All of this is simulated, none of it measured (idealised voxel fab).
Herein follows the process module entitled voxel wiring stack.
Section cut is 260 nm wide and gridded with 5 nm square cells.
Cross-section format: a grid of square cells, given as bands from top to bottom; each band is one or more rows of cells.
Per band: top height and bottom height in nm, followed by the left-to-right materials and their widths in nm; "all across" marks a single material spanning edge to edge, "blank" marks empty space.
Height datum 0, below which the as-received substrate wafer is one material. Lowest band open at the bottom, running downward: "top 0, no bottom".
Per-row width for "30->40": begins at first number (top row of band), ends at second number (bottom row), increment between rows held constant.
"remained the same" for a step: no cell of the cross-section changed in that step.
Each empty space that has no open way to the top and spans at least 8 cells appears under "Completely enclosed voids" as width x height at distance, the distance counted from the left edge, all in nm.
after a step's settings: what the simulator itself notes on the step
A step's line can hold "overlay nm"; with a mask on that step, the setting says how far right of the planned place the mask lay, while a negative setting says it lay to the left.

**Planned step list for the process**
| 1 | op RECEIVE | material Si |
| 2 | op CONFORMAL_DEP | material SiO2 | thk nm 15 |
| 3 | op CONFORMAL_DEP | material SiN | thk nm 5 |
| 4 | op DIRECTIONAL_DEP | material SiO2 | thk nm 15 |
| 5 | op PATTERN | tone open | mask id METAL_1 | material resist | width nm 30 | pitch nm 60 | thk nm 15 | overlay nm 0 |
| 6 | op DIRECTIONAL_ETCH | etch materials SiO2 | depth nm 15 |
| 7 | op DIRECTIONAL_ETCH | etch materials SiN | depth nm 5 |
| 8 | op STRIP | etch materials resist |
| 9 | op CONFORMAL_DEP | material TiN | thk nm 5 |
| 10 | op FILL_DEP | material W | thk nm 5 |
| 11 | op CMP | height nm 35 |
| 12 | op EPI | material Ru | thk nm 5 |
| 13 | op FILL_DEP | material SiCN | thk nm 5 |
| 14 | op DIRECTIONAL_DEP | material lowk | thk nm 30 |
| 15 | op DIRECTIONAL_DEP | material aC | thk nm 10 |
| 16 | op PATTERN | tone open | mask id METAL_2 | material resist | width nm 30 | pitch nm 60 | thk nm 25 | overlay nm 0 |
| 17 | op DIRECTIONAL_ETCH | etch materials aC | depth nm 10 |
| 18 | op STRIP | etch materials resist |
| 19 | op DIRECTIONAL_ETCH | etch materials lowk | depth nm 20 |
| 20 | op STRIP | etch materials aC |
| 21 | op DIRECTIONAL_DEP | material aC | thk nm 15 |
| 22 | op PATTERN | tone open | mask id METAL_2_HOLES | material resist | width nm 15 | pitch nm 120 | thk nm 30 | overlay nm 0 |
| 23 | op DIRECTIONAL_ETCH | etch materials aC | depth nm 15 |
| 24 | op STRIP | etch materials resist |
| 25 | op DIRECTIONAL_ETCH | etch materials lowk | depth nm 10 |
| 26 | op DIRECTIONAL_ETCH | etch materials SiCN | depth nm 5 |
| 27 | op STRIP | etch materials aC |
| 28 | op CONFORMAL_DEP | material TiN | thk nm 5 |
| 29 | op FILL_DEP | material Cu | thk nm 5 |
| 30 | op CMP | height nm 75 |
| 31 | op CONFORMAL_DEP | material SiCN | thk nm 5 |
| 32 | op DIRECTIONAL_DEP | material lowk | thk nm 15 |
| 33 | op MASKED_ETCH | tone open | mask id PLUG_2 | width nm 15 | pitch nm 120 | etch materials lowk | depth nm 15 | overlay nm 0 |
| 34 | op MASKED_ETCH | tone open | mask id PLUG_2 | width nm 15 | pitch nm 120 | etch materials SiCN | depth nm 5 | overlay nm 0 |
| 35 | op EPI | material Ru | thk nm 10 |
| 36 | op EPI | material Ru | thk nm 10 |
| 37 | op DIRECTIONAL_DEP | material TiN | thk nm 5 |
| 38 | op DIRECTIONAL_DEP | material Ru | thk nm 25 |
| 39 | op MASKED_ETCH | tone cover | mask id METAL_3 | width nm 30 | pitch nm 60 | etch materials Ru | depth nm 25 | overlay nm 0 |
| 40 | op MASKED_ETCH | tone cover | mask id METAL_3 | width nm 30 | pitch nm 60 | etch materials TiN | depth nm 5 | overlay nm 0 |
| 41 | op CONFORMAL_DEP | material SiN | thk nm 5 |
| 42 | op FILL_DEP | material SiO2 | thk nm 5 |
| 43 | op CMP | height nm 125 |
| 44 | op CONFORMAL_DEP | material SiN | thk nm 5 |

**First out of two wafers; run went to plan**

**Incoming wafer in cross-section (state: after step 1)**
* top 0, no bottom | Si all across
* Completely enclosed voids: none

**Once step 2 is through, the wafer looks like this in cross-section**
* top 15, bottom 0 | SiO2 all across
* Below a height of 0, the structure has not been altered.

**Once step 3 is through, the wafer looks like this in cross-section**
* top 20, bottom 15 | SiN all across
* Below a height of 15, the structure has not been altered.

**Once step 4 is through, the wafer looks like this in cross-section**
* top 35, bottom 20 | SiO2 all across
* Below a height of 20, the structure has not been altered.

**Once step 5 is through, the wafer looks like this in cross-section**
* top 50, bottom 35 | resist: 55 / blank: 30 / resist: 30 / blank: 30 / resist: 30 / blank: 30 / resist: 55
* Below a height of 35, the structure has not been altered.

**Once step 6 is through, the wafer looks like this in cross-section**
* top 50, bottom 35 | resist: 55 / blank: 30 / resist: 30 / blank: 30 / resist: 30 / blank: 30 / resist: 55
* top 35, bottom 20 | SiO2: 55 / blank: 30 / SiO2: 30 / blank: 30 / SiO2: 30 / blank: 30 / SiO2: 55
* Below a height of 20, the structure has not been altered.

**Once step 7 is through, the wafer looks like this in cross-section**
* top 50, bottom 35 | resist: 55 / blank: 30 / resist: 30 / blank: 30 / resist: 30 / blank: 30 / resist: 55
* top 35, bottom 20 | SiO2: 55 / blank: 30 / SiO2: 30 / blank: 30 / SiO2: 30 / blank: 30 / SiO2: 55
* top 20, bottom 15 | SiN: 55 / blank: 30 / SiN: 30 / blank: 30 / SiN: 30 / blank: 30 / SiN: 55
* Below a height of 15, the structure has not been altered.

**Once step 8 is through, the wafer looks like this in cross-section**
* top 35, bottom 20 | SiO2: 55 / blank: 30 / SiO2: 30 / blank: 30 / SiO2: 30 / blank: 30 / SiO2: 55
* Below a height of 20, the structure has not been altered.

**Once step 9 is through, the wafer looks like this in cross-section**
* top 40, bottom 35 | TiN: 60 / blank: 20 / TiN: 40 / blank: 20 / TiN: 40 / blank: 20 / TiN: 60
* top 35, bottom 20 | SiO2: 55 / TiN: 5 / blank: 20 / TiN: 5 / SiO2: 30 / TiN: 5 / blank: 20 / TiN: 5 / SiO2: 30 / TiN: 5 / blank: 20 / TiN: 5 / SiO2: 55
* top 20, bottom 15 | SiN: 55 / TiN: 30 / SiN: 30 / TiN: 30 / SiN: 30 / TiN: 30 / SiN: 55
* Below a height of 15, the structure has not been altered.

**Once step 10 is through, the wafer looks like this in cross-section**
* top 45, bottom 40 | W all across
* top 40, bottom 35 | TiN: 60 / W: 20 / TiN: 40 / W: 20 / TiN: 40 / W: 20 / TiN: 60
* top 35, bottom 20 | SiO2: 55 / TiN: 5 / W: 20 / TiN: 5 / SiO2: 30 / TiN: 5 / W: 20 / TiN: 5 / SiO2: 30 / TiN: 5 / W: 20 / TiN: 5 / SiO2: 55
* Below a height of 20, the structure has not been altered.

**Once step 11 is through, the wafer looks like this in cross-section**
* top 35, bottom 20 | SiO2: 55 / TiN: 5 / W: 20 / TiN: 5 / SiO2: 30 / TiN: 5 / W: 20 / TiN: 5 / SiO2: 30 / TiN: 5 / W: 20 / TiN: 5 / SiO2: 55
* Below a height of 20, the structure has not been altered.

**Once step 12 is through, the wafer looks like this in cross-section**
* top 40, bottom 35 | blank: 50 / Ru: 40 / blank: 20 / Ru: 40 / blank: 20 / Ru: 40 / blank: 50
* Below a height of 35, the structure has not been altered.

**Once step 13 is through, the wafer looks like this in cross-section**
* top 45, bottom 40 | SiCN all across
* top 40, bottom 35 | SiCN: 50 / Ru: 40 / SiCN: 20 / Ru: 40 / SiCN: 20 / Ru: 40 / SiCN: 50
* Below a height of 35, the structure has not been altered.

**Once step 14 is through, the wafer looks like this in cross-section**
* top 75, bottom 45 | lowk all across
* Below a height of 45, the structure has not been altered.

**Once step 15 is through, the wafer looks like this in cross-section**
* top 85, bottom 75 | aC all across
* Below a height of 75, the structure has not been altered.

**Once step 16 is through, the wafer looks like this in cross-section**
* top 110, bottom 85 | resist: 55 / blank: 30 / resist: 30 / blank: 30 / resist: 30 / blank: 30 / resist: 55
* Below a height of 85, the structure has not been altered.

**Once step 17 is through, the wafer looks like this in cross-section**
* top 100, bottom 85 | resist: 55 / blank: 30 / resist: 30 / blank: 30 / resist: 30 / blank: 30 / resist: 55
* top 85, bottom 75 | aC: 55 / blank: 30 / aC: 30 / blank: 30 / aC: 30 / blank: 30 / aC: 55
* Below a height of 75, the structure has not been altered.

**Once step 18 is through, the wafer looks like this in cross-section**
* top 85, bottom 75 | aC: 55 / blank: 30 / aC: 30 / blank: 30 / aC: 30 / blank: 30 / aC: 55
* Below a height of 75, the structure has not been altered.

**Once step 19 is through, the wafer looks like this in cross-section**
* top 85, bottom 75 | aC: 55 / blank: 30 / aC: 30 / blank: 30 / aC: 30 / blank: 30 / aC: 55
* top 75, bottom 55 | lowk: 55 / blank: 30 / lowk: 30 / blank: 30 / lowk: 30 / blank: 30 / lowk: 55
* Below a height of 55, the structure has not been altered.

**Once step 20 is through, the wafer looks like this in cross-section**
* top 75, bottom 55 | lowk: 55 / blank: 30 / lowk: 30 / blank: 30 / lowk: 30 / blank: 30 / lowk: 55
* Below a height of 55, the structure has not been altered.

**Once step 21 is through, the wafer looks like this in cross-section**
* top 90, bottom 75 | aC: 55 / blank: 30 / aC: 30 / blank: 30 / aC: 30 / blank: 30 / aC: 55
* top 75, bottom 70 | lowk: 55 / blank: 30 / lowk: 30 / blank: 30 / lowk: 30 / blank: 30 / lowk: 55
* top 70, bottom 55 | lowk: 55 / aC: 30 / lowk: 30 / aC: 30 / lowk: 30 / aC: 30 / lowk: 55
* Below a height of 55, the structure has not been altered.

**Once step 22 is through, the wafer looks like this in cross-section**
* top 120, bottom 90 | resist: 55 / blank: 15 / resist: 105 / blank: 15 / resist: 70
* top 90, bottom 75 | aC: 55 / blank: 15 / resist: 15 / aC: 30 / resist: 30 / aC: 30 / blank: 15 / resist: 15 / aC: 55
* top 75, bottom 70 | lowk: 55 / blank: 15 / resist: 15 / lowk: 30 / resist: 30 / lowk: 30 / blank: 15 / resist: 15 / lowk: 55
* Below a height of 70, the structure has not been altered.

**Once step 23 is through, the wafer looks like this in cross-section**
* top 105, bottom 90 | resist: 55 / blank: 15 / resist: 105 / blank: 15 / resist: 70
* top 90, bottom 75 | aC: 55 / blank: 15 / resist: 15 / aC: 30 / resist: 30 / aC: 30 / blank: 15 / resist: 15 / aC: 55
* top 75, bottom 70 | lowk: 55 / blank: 15 / resist: 15 / lowk: 30 / resist: 30 / lowk: 30 / blank: 15 / resist: 15 / lowk: 55
* top 70, bottom 55 | lowk: 55 / blank: 15 / aC: 15 / lowk: 30 / aC: 30 / lowk: 30 / blank: 15 / aC: 15 / lowk: 55
* Below a height of 55, the structure has not been altered.

**Once step 24 is through, the wafer looks like this in cross-section**
* top 90, bottom 75 | aC: 55 / blank: 30 / aC: 30 / blank: 30 / aC: 30 / blank: 30 / aC: 55
* top 75, bottom 70 | lowk: 55 / blank: 30 / lowk: 30 / blank: 30 / lowk: 30 / blank: 30 / lowk: 55
* Below a height of 70, the structure has not been altered.

**Once step 25 is through, the wafer looks like this in cross-section**
* top 90, bottom 75 | aC: 55 / blank: 30 / aC: 30 / blank: 30 / aC: 30 / blank: 30 / aC: 55
* top 75, bottom 70 | lowk: 55 / blank: 30 / lowk: 30 / blank: 30 / lowk: 30 / blank: 30 / lowk: 55
* top 70, bottom 55 | lowk: 55 / blank: 15 / aC: 15 / lowk: 30 / aC: 30 / lowk: 30 / blank: 15 / aC: 15 / lowk: 55
* top 55, bottom 45 | lowk: 55 / blank: 15 / lowk: 105 / blank: 15 / lowk: 70
* Below a height of 45, the structure has not been altered.

**Once step 26 is through, the wafer looks like this in cross-section**
* top 90, bottom 75 | aC: 55 / blank: 30 / aC: 30 / blank: 30 / aC: 30 / blank: 30 / aC: 55
* top 75, bottom 70 | lowk: 55 / blank: 30 / lowk: 30 / blank: 30 / lowk: 30 / blank: 30 / lowk: 55
* top 70, bottom 55 | lowk: 55 / blank: 15 / aC: 15 / lowk: 30 / aC: 30 / lowk: 30 / blank: 15 / aC: 15 / lowk: 55
* top 55, bottom 45 | lowk: 55 / blank: 15 / lowk: 105 / blank: 15 / lowk: 70
* top 45, bottom 40 | SiCN: 55 / blank: 15 / SiCN: 105 / blank: 15 / SiCN: 70
* Below a height of 40, the structure has not been altered.

**Once step 27 is through, the wafer looks like this in cross-section**
* top 75, bottom 55 | lowk: 55 / blank: 30 / lowk: 30 / blank: 30 / lowk: 30 / blank: 30 / lowk: 55
* Below a height of 55, the structure has not been altered.

**Once step 28 is through, the wafer looks like this in cross-section**
* top 80, bottom 75 | TiN: 60 / blank: 20 / TiN: 40 / blank: 20 / TiN: 40 / blank: 20 / TiN: 60
* top 75, bottom 60 | lowk: 55 / TiN: 5 / blank: 20 / TiN: 5 / lowk: 30 / TiN: 5 / blank: 20 / TiN: 5 / lowk: 30 / TiN: 5 / blank: 20 / TiN: 5 / lowk: 55
* top 60, bottom 55 | lowk: 55 / TiN: 5 / blank: 5 / TiN: 20 / lowk: 30 / TiN: 30 / lowk: 30 / TiN: 5 / blank: 5 / TiN: 20 / lowk: 55
* top 55, bottom 45 | lowk: 55 / TiN: 5 / blank: 5 / TiN: 5 / lowk: 105 / TiN: 5 / blank: 5 / TiN: 5 / lowk: 70
* top 45, bottom 40 | SiCN: 55 / TiN: 15 / SiCN: 105 / TiN: 15 / SiCN: 70
* Below a height of 40, the structure has not been altered.

**Once step 29 is through, the wafer looks like this in cross-section**
* top 85, bottom 80 | Cu all across
* top 80, bottom 75 | TiN: 60 / Cu: 20 / TiN: 40 / Cu: 20 / TiN: 40 / Cu: 20 / TiN: 60
* top 75, bottom 60 | lowk: 55 / TiN: 5 / Cu: 20 / TiN: 5 / lowk: 30 / TiN: 5 / Cu: 20 / TiN: 5 / lowk: 30 / TiN: 5 / Cu: 20 / TiN: 5 / lowk: 55
* top 60, bottom 55 | lowk: 55 / TiN: 5 / Cu: 5 / TiN: 20 / lowk: 30 / TiN: 30 / lowk: 30 / TiN: 5 / Cu: 5 / TiN: 20 / lowk: 55
* top 55, bottom 45 | lowk: 55 / TiN: 5 / Cu: 5 / TiN: 5 / lowk: 105 / TiN: 5 / Cu: 5 / TiN: 5 / lowk: 70
* Below a height of 45, the structure has not been altered.

**Once step 30 is through, the wafer looks like this in cross-section**
* top 75, bottom 60 | lowk: 55 / TiN: 5 / Cu: 20 / TiN: 5 / lowk: 30 / TiN: 5 / Cu: 20 / TiN: 5 / lowk: 30 / TiN: 5 / Cu: 20 / TiN: 5 / lowk: 55
* Below a height of 60, the structure has not been altered.

**Once step 31 is through, the wafer looks like this in cross-section**
* top 80, bottom 75 | SiCN all across
* Below a height of 75, the structure has not been altered.

**Once step 32 is through, the wafer looks like this in cross-section**
* top 95, bottom 80 | lowk all across
* Below a height of 80, the structure has not been altered.

**Once step 33 is through, the wafer looks like this in cross-section**
* top 95, bottom 80 | lowk: 55 / blank: 15 / lowk: 105 / blank: 15 / lowk: 70
* Below a height of 80, the structure has not been altered.

**Once step 34 is through, the wafer looks like this in cross-section**
* top 95, bottom 80 | lowk: 55 / blank: 15 / lowk: 105 / blank: 15 / lowk: 70
* top 80, bottom 75 | SiCN: 55 / blank: 15 / SiCN: 105 / blank: 15 / SiCN: 70
* Below a height of 75, the structure has not been altered.

**Once step 35 is through, the wafer looks like this in cross-section**
* top 95, bottom 85 | lowk: 55 / blank: 15 / lowk: 105 / blank: 15 / lowk: 70
* top 85, bottom 80 | lowk: 55 / Ru: 15 / lowk: 105 / Ru: 15 / lowk: 70
* top 80, bottom 75 | SiCN: 55 / Ru: 15 / SiCN: 105 / Ru: 15 / SiCN: 70
* Below a height of 75, the structure has not been altered.

**Once step 36 is through, the wafer looks like this in cross-section**
* top 95, bottom 80 | lowk: 55 / Ru: 15 / lowk: 105 / Ru: 15 / lowk: 70
* Below a height of 80, the structure has not been altered.

**Once step 37 is through, the wafer looks like this in cross-section**
* top 100, bottom 95 | TiN all across
* Below a height of 95, the structure has not been altered.

**Once step 38 is through, the wafer looks like this in cross-section**
* top 125, bottom 100 | Ru all across
* Below a height of 100, the structure has not been altered.

**Once step 39 is through, the wafer looks like this in cross-section**
* top 125, bottom 100 | blank: 55 / Ru: 30 / blank: 30 / Ru: 30 / blank: 30 / Ru: 30 / blank: 55
* Below a height of 100, the structure has not been altered.

**Once step 40 is through, the wafer looks like this in cross-section**
* top 125, bottom 100 | blank: 55 / Ru: 30 / blank: 30 / Ru: 30 / blank: 30 / Ru: 30 / blank: 55
* top 100, bottom 95 | blank: 55 / TiN: 30 / blank: 30 / TiN: 30 / blank: 30 / TiN: 30 / blank: 55
* Below a height of 95, the structure has not been altered.

**Once step 41 is through, the wafer looks like this in cross-section**
* top 130, bottom 125 | blank: 50 / SiN: 40 / blank: 20 / SiN: 40 / blank: 20 / SiN: 40 / blank: 50
* top 125, bottom 100 | blank: 50 / SiN: 5 / Ru: 30 / SiN: 5 / blank: 20 / SiN: 5 / Ru: 30 / SiN: 5 / blank: 20 / SiN: 5 / Ru: 30 / SiN: 5 / blank: 50
* top 100, bottom 95 | SiN: 55 / TiN: 30 / SiN: 30 / TiN: 30 / SiN: 30 / TiN: 30 / SiN: 55
* Below a height of 95, the structure has not been altered.

**Once step 42 is through, the wafer looks like this in cross-section**
* top 135, bottom 130 | SiO2 all across
* top 130, bottom 125 | SiO2: 50 / SiN: 40 / SiO2: 20 / SiN: 40 / SiO2: 20 / SiN: 40 / SiO2: 50
* top 125, bottom 100 | SiO2: 50 / SiN: 5 / Ru: 30 / SiN: 5 / SiO2: 20 / SiN: 5 / Ru: 30 / SiN: 5 / SiO2: 20 / SiN: 5 / Ru: 30 / SiN: 5 / SiO2: 50
* Below a height of 100, the structure has not been altered.

**Once step 43 is through, the wafer looks like this in cross-section**
* top 125, bottom 100 | SiO2: 50 / SiN: 5 / Ru: 30 / SiN: 5 / SiO2: 20 / SiN: 5 / Ru: 30 / SiN: 5 / SiO2: 20 / SiN: 5 / Ru: 30 / SiN: 5 / SiO2: 50
* Below a height of 100, the structure has not been altered.

**Once step 44 is through, the wafer looks like this in cross-section**
* top 130, bottom 125 | SiN all across
* Below a height of 125, the structure has not been altered.

**What follows concerns the second wafer, which started out like the first and was meant to follow the very same plan; one mistake crept in when it was run, but everything up to and including step 39 is the same as for the first wafer**

**Cross-section: second wafer, time at which step 40 was scheduled to end**
* top 125, bottom 100 | blank: 55 / Ru: 30 / blank: 30 / Ru: 30 / blank: 30 / Ru: 30 / blank: 55
* top 100, bottom 95 | blank: 45 / TiN: 40 / blank: 20 / TiN: 40 / blank: 20 / TiN: 40 / blank: 55
* Below a height of 95, the structure has not been altered.

**Cross-section: second wafer, time at which step 41 was scheduled to end**
* top 130, bottom 125 | blank: 50 / SiN: 40 / blank: 20 / SiN: 40 / blank: 20 / SiN: 40 / blank: 50
* top 125, bottom 105 | blank: 50 / SiN: 5 / Ru: 30 / SiN: 5 / blank: 20 / SiN: 5 / Ru: 30 / SiN: 5 / blank: 20 / SiN: 5 / Ru: 30 / SiN: 5 / blank: 50
* top 105, bottom 100 | blank: 40 / SiN: 15 / Ru: 30 / SiN: 5 / blank: 10 / SiN: 15 / Ru: 30 / SiN: 5 / blank: 10 / SiN: 15 / Ru: 30 / SiN: 5 / blank: 50
* top 100, bottom 95 | SiN: 45 / TiN: 40 / SiN: 20 / TiN: 40 / SiN: 20 / TiN: 40 / SiN: 55
* Below a height of 95, the structure has not been altered.

**Cross-section: second wafer, time at which step 42 was scheduled to end**
* top 135, bottom 130 | SiO2 all across
* top 130, bottom 125 | SiO2: 50 / SiN: 40 / SiO2: 20 / SiN: 40 / SiO2: 20 / SiN: 40 / SiO2: 50
* top 125, bottom 105 | SiO2: 50 / SiN: 5 / Ru: 30 / SiN: 5 / SiO2: 20 / SiN: 5 / Ru: 30 / SiN: 5 / SiO2: 20 / SiN: 5 / Ru: 30 / SiN: 5 / SiO2: 50
* top 105, bottom 100 | SiO2: 40 / SiN: 15 / Ru: 30 / SiN: 5 / SiO2: 10 / SiN: 15 / Ru: 30 / SiN: 5 / SiO2: 10 / SiN: 15 / Ru: 30 / SiN: 5 / SiO2: 50
* Below a height of 100, the structure has not been altered.

**Cross-section: second wafer, time at which step 43 was scheduled to end**
* top 125, bottom 105 | SiO2: 50 / SiN: 5 / Ru: 30 / SiN: 5 / SiO2: 20 / SiN: 5 / Ru: 30 / SiN: 5 / SiO2: 20 / SiN: 5 / Ru: 30 / SiN: 5 / SiO2: 50
* Below a height of 105, the structure has not been altered.

**Cross-section: second wafer, time at which step 44 was scheduled to end**
* top 130, bottom 125 | SiN all across
* Below a height of 125, the structure has not been altered.
Run error: step 40, actual vs plan mismatch, actual run op MASKED_ETCH | tone cover | mask id METAL_3 | width nm 30 | pitch nm 60 | etch materials TiN | depth nm 5 | overlay nm -10
Looking at both finished wafers in cells, the second ends up ahead of or behind the first on some materials: SiO2 -6; TiN +6
